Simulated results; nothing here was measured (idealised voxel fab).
You're looking at the process module voxel air gaps.
Cross-sectional view cut (width: 270 nm; square cell size: 5 nm).
If you're reading a cross-section in this doc, picture square cells in a grid; it comes to you as bands, top ones listed first down to the bottom, and a band can be one or more rows of cells. Each band's line starts with the height of the band's top and of its bottom, in nm. Then come its materials from left to right, each with its width in nm. One material with "all across" fills the band from edge to edge. "blank" is empty space. Heads up on the height convention: 0 is the point under which the incoming wafer is all one material, and the lowest band has no bottom, it just keeps going down, like "0 down". You'd read "30..40" like this: the band's top row of cells is as wide as the first number, its bottom row is as wide as the second, and going down, every row changes width by the same amount as the row before did. Step marked "no modifications"? Then no cell in the cross-section changed in it. Any empty space of 8 cells or more lacking an open way to the top shows up in "Sealed voids" as width x height at distance, distance from the left edge, in nm. Whatever follows a step's settings on its line is a remark the simulator itself makes about that step. You can add "overlay nm" to a step's line. For a step with a mask, it describes how far the mask lay to the right of its planned position, and a negative number describes a lay to the left.

Plan:
step 1: RECEIVE [material Si]
step 2: CONFORMAL_DEP [material SiO2] [thk nm 15]
step 3: CONFORMAL_DEP [material SiCN] [thk nm 5]
step 4: DIRECTIONAL_DEP [material lowk] [thk nm 30]
step 5: PATTERN [tone open] [mask id LINES] [material resist] [width nm 25] [pitch nm 50] [thk nm 15] [overlay nm 0]
step 6: DIRECTIONAL_ETCH [etch materials lowk] [depth nm 30]
step 7: STRIP [etch materials resist]
step 8: CONFORMAL_DEP [material TiN] [thk nm 5]
step 9: FILL_DEP [material W] [thk nm 5]
step 10: CMP [height nm 50]
step 11: EPI [material Ru] [thk nm 10]
step 12: SELECTIVE_ETCH [etch materials lowk] [depth nm 40]
step 13: CONFORMAL_DEP [material SiCN] [thk nm 5]

Cross-section of the incoming wafer, state after step 1:
  0 down = Si all across
  Sealed voids: none

Cross-section, first of two wafers, end of module, run as planned:
  65 to 60 = 55 nm blank, then 155 nm SiCN, then 60 nm blank
  60 to 50 = 55 nm blank, then 5 nm SiCN, then 45 nm Ru, then 5 nm SiCN, then 45 nm Ru, then 5 nm SiCN, then 45 nm Ru, then 5 nm SiCN, then 60 nm blank
  50 to 45 = 55 nm blank, then 15 nm SiCN, then 5 nm TiN, then 15 nm W, then 5 nm TiN, then 25 nm SiCN, then 5 nm TiN, then 15 nm W, then 5 nm TiN, then 25 nm SiCN, then 5 nm TiN, then 15 nm W, then 5 nm TiN, then 15 nm SiCN, then 60 nm blank
  45 to 25 = 65 nm blank, then 5 nm SiCN, then 5 nm TiN, then 15 nm W, then 5 nm TiN, then 5 nm SiCN, then 15 nm blank, then 5 nm SiCN, then 5 nm TiN, then 15 nm W, then 5 nm TiN, then 5 nm SiCN, then 15 nm blank, then 5 nm SiCN, then 5 nm TiN, then 15 nm W, then 5 nm TiN, then 5 nm SiCN, then 70 nm blank
  25 to 20 = 70 nm SiCN, then 25 nm TiN, then 25 nm SiCN, then 25 nm TiN, then 25 nm SiCN, then 25 nm TiN, then 75 nm SiCN
  20 to 15 = SiCN all across
  15 to 0 = SiO2 all across
  0 down = Si all across
  Sealed voids: 15 x 20 at 100; 15 x 20 at 150

Second wafer through the module, sectioned at the end: same beginning and same plan as the first wafer, with one mistake in carrying it out:
  65 to 60 = SiCN all across
  60 to 50 = 80 nm Ru, then 5 nm SiCN, then 45 nm Ru, then 5 nm SiCN, then 45 nm Ru, then 5 nm SiCN, then 85 nm Ru
  50 to 45 = 65 nm W, then 5 nm TiN, then 25 nm SiCN, then 5 nm TiN, then 15 nm W, then 5 nm TiN, then 25 nm SiCN, then 5 nm TiN, then 15 nm W, then 5 nm TiN, then 25 nm SiCN, then 5 nm TiN, then 70 nm W
  45 to 25 = 65 nm W, then 5 nm TiN, then 5 nm SiCN, then 15 nm blank, then 5 nm SiCN, then 5 nm TiN, then 15 nm W, then 5 nm TiN, then 5 nm SiCN, then 15 nm blank, then 5 nm SiCN, then 5 nm TiN, then 15 nm W, then 5 nm TiN, then 5 nm SiCN, then 15 nm blank, then 5 nm SiCN, then 5 nm TiN, then 70 nm W
  25 to 20 = 70 nm TiN, then 25 nm SiCN, then 25 nm TiN, then 25 nm SiCN, then 25 nm TiN, then 25 nm SiCN, then 75 nm TiN
  20 to 15 = SiCN all across
  15 to 0 = SiO2 all across
  0 down = Si all across
  Sealed voids: 15 x 20 at 75; 15 x 20 at 125; 15 x 20 at 175
The plan and the run diverged here: step 5 changed vs plan, executed as PATTERN [tone cover] [mask id LINES] [material resist] [width nm 25] [pitch nm 50] [thk nm 15] [overlay nm 0]
The final cell counts differ between the wafers, with the second having more or fewer of some materials than the first: 48 more of Ru | 4 fewer of SiCN | 24 more of TiN | 120 more of W
The final tally of closed voids stands at 2 on the first wafer and 3 on the second.
